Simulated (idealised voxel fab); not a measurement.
This section sets out a process module, namely voxel plated lines.
The figure presents cross-section cut, which has a width of 265 nm and is divided into square cells with an edge length of 5 nm.
Cross-section spec: square-cell grid; bands listed top down; each band is one or more rows. A band entry consists of two parts. The first gives the height of the band's top and the height of its bottom, in nm. The rest lists the band's materials from left to right, each with its width in nm. A single material labelled with the word "throughout" fills the band from edge to edge, and the word "empty" marks empty space. The level at which height equals 0 is the one under which the wafer, as it arrives, is entirely one material. No lower edge exists for the bottom band, which continues downward and is notated as in "0 and below". The width entry "30..40" should be interpreted row by row: the top row of cells in the band takes the first number, the bottom row takes the second number, and the change between adjacent rows is uniform throughout. "no change occurred" -> step changed no cross-section cell. "Cavities, sealed" lists enclosed empty spaces (at least 8 cells, no open path upward to the top), each as width x height at distance from the left edge, in nm. On each step's line, the part that comes after the settings is the simulator's own comment on the step. "overlay nm" on a masked step: distance the mask lay right of its planned place, negative for left.
[This section lists the process steps that were planned]
step 1: RECEIVE | material Si
step 2: CONFORMAL_DEP | material SiO2 | thk nm 10
step 3: DIRECTIONAL_DEP | material TiN | thk nm 5
step 4: PATTERN | tone open | mask id LINES | material resist | width nm 30 | pitch nm 50 | thk nm 35 | overlay nm 0
step 5: EPI | material Ru | thk nm 10
step 6: EPI | material Ru | thk nm 10
step 7: EPI | material Ru | thk nm 10
step 8: STRIP | etch materials resist
step 9: DIRECTIONAL_ETCH | etch materials TiN | depth nm 5
step 10: CONFORMAL_DEP | material SiCN | thk nm 5
[Cross-section of the incoming wafer, state after step 1]
> 0 and below  Si throughout
> Cavities, sealed: none
[The first of the two wafers as seen in cross-section once the module was finished; processing followed the plan]
> 50 down to 45  empty (35) / SiCN (40) / empty (10) / SiCN (40) / empty (10) / SiCN (40) / empty (10) / SiCN (40) / empty (40)
> 45 down to 15  empty (35) / SiCN (5) / Ru (30) / SiCN (5) / empty (10) / SiCN (5) / Ru (30) / SiCN (5) / empty (10) / SiCN (5) / Ru (30) / SiCN (5) / empty (10) / SiCN (5) / Ru (30) / SiCN (5) / empty (40)
> 15 down to 10  SiCN (40) / TiN (30) / SiCN (20) / TiN (30) / SiCN (20) / TiN (30) / SiCN (20) / TiN (30) / SiCN (45)
> 10 down to 0  SiO2 throughout
> 0 and below  Si throughout
> Cavities, sealed: none
[Cross-section, wafer two of two, end of module: same start and plan as wafer one, one error in execution]
> 60 down to 55  empty (30) / SiCN (200) / empty (35)
> 55 down to 45  empty (30) / SiCN (5..10) / Ru (40..30) / SiCN (10..20) / Ru (40..30) / SiCN (10..20) / Ru (40..30) / SiCN (10..20) / Ru (40..30) / SiCN (5..10) / empty (35)
> 45 down to 20  empty (35) / SiCN (5) / Ru (30) / SiCN (5) / empty (10) / SiCN (5) / Ru (30) / SiCN (5) / empty (10) / SiCN (5) / Ru (30) / SiCN (5) / empty (10) / SiCN (5) / Ru (30) / SiCN (5) / empty (40)
> 20 down to 15  empty (30) / SiCN (10) / Ru (30) / SiCN (20) / Ru (30) / SiCN (20) / Ru (30) / SiCN (20) / Ru (30) / SiCN (10) / empty (35)
> 15 down to 10  SiCN (35) / TiN (40) / SiCN (10) / TiN (40) / SiCN (10) / TiN (40) / SiCN (10) / TiN (40) / SiCN (40)
> 10 down to 0  SiO2 throughout
> 0 and below  Si throughout
> Cavities, sealed: 10 x 25 at 75; 10 x 25 at 125; 10 x 25 at 175
what went wrong: one of 5, 6 and 7, all the same step, was done twice; can't tell which
Final comparison by cell count, materials where the second wafer has more or fewer than the first: +56 Ru, +32 SiCN, +8 TiN
Long story short, the first wafer ends with 0 closed voids and the second one with 3.
